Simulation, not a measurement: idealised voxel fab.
process module | voxel tone inversion
cross-section cut | 300 nm wide | cells 5 nm
A cross-section is a grid of square cells, given in bands from the top down. A band is one or more rows of cells.
Each band's line starts with the height of the band's top and of its bottom, in nm. Then come its materials from left to right, each with its width in nm. One material with "throughout" fills the band from edge to edge. "air" is empty space.
Height 0 is the level under which the wafer as received is all one material. The lowest band goes on downwards, as in "0 down".
A width such as "30 to 40" changes by the same amount from each row of cells to the next, from the band's top row to its bottom row.
"no change" after a step means that no cell of the cross-section changed.
closed voids: empty space of 8 cells or more with no open way to the top, each as width x height at its distance from the left edge, in nm
after a step's settings: what the simulator itself notes on the step
overlay nm, on a step with a mask: how far to the right of its planned place the mask lay; to the left if negative
plan
1 op RECEIVE | material Si
2 op CONFORMAL_DEP | material SiCN | thk nm 10
3 op DIRECTIONAL_DEP | material polySi | thk nm 20
4 op PATTERN | tone cover | mask id POSTS | material resist | width nm 25 | pitch nm 55 | thk nm 30 | overlay nm 0
5 op DIRECTIONAL_ETCH | etch materials polySi | depth nm 20
6 op STRIP | etch materials resist
7 op FILL_DEP | material SiO2 | thk nm 10
8 op CMP | height nm 30
9 op STRIP | etch materials polySi
10 op CONFORMAL_DEP | material TiN | thk nm 5
11 op FILL_DEP | material Cu | thk nm 10
12 op CMP | height nm 30
13 op CONFORMAL_DEP | material SiN | thk nm 5
as received, after step 1
  0 down: Si throughout
  closed voids: none
first wafer at the end, as planned
  35 to 30: SiN throughout
  30 to 15: SiO2 55 | TiN 5 | Cu 15 | TiN 5 | SiO2 30 | TiN 5 | Cu 15 | TiN 5 | SiO2 30 | TiN 5 | Cu 15 | TiN 5 | SiO2 30 | TiN 5 | Cu 15 | TiN 5 | SiO2 55
  15 to 10: SiO2 55 | TiN 25 | SiO2 30 | TiN 25 | SiO2 30 | TiN 25 | SiO2 30 | TiN 25 | SiO2 55
  10 to 0: SiCN throughout
  0 down: Si throughout
  closed voids: none
second wafer at the end: like start, like plan, one mistake
  35 to 30: SiN throughout
  30 to 20: SiCN throughout
  20 to 0: polySi throughout
  0 down: Si throughout
  closed voids: none
what went wrong: steps 2 and 3 were swapped
at the end the second wafer has, in cells: 36 fewer of Cu | 160 fewer of SiO2 | 44 fewer of TiN | 240 more of polySi
